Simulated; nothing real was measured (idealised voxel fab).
Process module, titled voxel self aligned contacts
The figure presents cross-section cut, which has a width of 220 nm and is divided into square cells with an edge length of 5 nm.
Cross-section layout: square cells on a grid; listed as bands, top to bottom; a band spans one or more cell rows. Per band: top height and bottom height in nm, followed by the left-to-right materials and their widths in nm; "throughout" marks a single material spanning edge to edge, "empty" marks empty space. We count height from 0. Below that, the starting wafer is all one material. The lowest band never ends at the bottom but goes on down; see "0 down" for how that is written. Graded width ("30->40"): value in top row of band = first number; value in bottom row = second number; row-to-row change constant. Where the words "no alterations made" appear for a step, the cross-section shows no cell changed by that step; every cell remained as before. Closed-off voids of 8+ cells (no open route to the top) go in "Closed internal voids", written width x height at distance from the left edge, in nm. On a step's line, text after the settings is the simulator commenting on that step. You can add "overlay nm" to a step's line. For a step with a mask, it describes how far the mask lay to the right of its planned position, and a negative number describes a lay to the left.

THE STEPS PLANNED FOR THE PROCESS ARE AS FOLLOWS
step 1: RECEIVE with material Si
step 2: CONFORMAL_DEP with material SiO2, thk nm 5
step 3: DIRECTIONAL_DEP with material polySi, thk nm 25
step 4: DIRECTIONAL_DEP with material SiN, thk nm 15
step 5: PATTERN with tone cover, mask id GATE, material resist, width nm 35, pitch nm 70, thk nm 20, overlay nm 0
step 6: DIRECTIONAL_ETCH with etch materials SiN, depth nm 15
step 7: DIRECTIONAL_ETCH with etch materials polySi, depth nm 25
step 8: STRIP with etch materials resist
step 9: CONFORMAL_DEP with material SiN, thk nm 5
step 10: DIRECTIONAL_ETCH with etch materials SiN, depth nm 5
step 11: FILL_DEP with material SiO2, thk nm 10
step 12: CMP with height nm 50
step 13: DIRECTIONAL_DEP with material aC, thk nm 10
step 14: PATTERN with tone open, mask id CONTACT, material resist, width nm 55, pitch nm 70, thk nm 30, overlay nm 0
step 15: DIRECTIONAL_ETCH with etch materials aC, depth nm 10
step 16: STRIP with etch materials resist
step 17: DIRECTIONAL_ETCH with etch materials SiO2, depth nm 50
step 18: STRIP with etch materials aC
step 19: CONFORMAL_DEP with material TiN, thk nm 5
step 20: FILL_DEP with material Ru, thk nm 10
step 21: CMP with height nm 50
step 22: CONFORMAL_DEP with material SiCN, thk nm 5

SO THIS IS THE INCOMING WAFER IN CROSS-SECTION - IT'S ALREADY BEEN THROUGH STEP 1
  0 down = Si throughout
  Closed internal voids: none

THE FOLLOWING CROSS-SECTION DEPICTS THE WAFER UPON CONCLUSION OF THE MODULE. PROCESSING COMMENCED FROM THE STARTING CONDITION ILLUSTRATED ABOVE AND ADHERED TO THE PLAN ILLUSTRATED ABOVE, SAVE FOR ONE MISTAKE IN EXECUTION
  55 to 50 = SiCN throughout
  50 to 45 = SiO2 45 | TiN 20 | Ru 15 | TiN 20 | SiO2 15 | TiN 20 | Ru 15 | TiN 20 | SiO2 50
  45 to 25 = SiO2 15 | SiN 5 | polySi 35 | SiN 5 | TiN 5 | Ru 15 | TiN 5 | SiN 5 | polySi 35 | SiN 5 | TiN 5 | Ru 15 | TiN 5 | SiN 5 | polySi 35 | SiN 5 | SiO2 20
  25 to 20 = SiO2 15 | SiN 5 | polySi 35 | SiN 5 | TiN 25 | SiN 5 | polySi 35 | SiN 5 | TiN 25 | SiN 5 | polySi 35 | SiN 5 | SiO2 20
  20 to 5 = SiN throughout
  5 to 0 = SiO2 throughout
  0 down = Si throughout
  Closed internal voids: none
what went wrong: steps 3 and 4 run out of order (swapped)
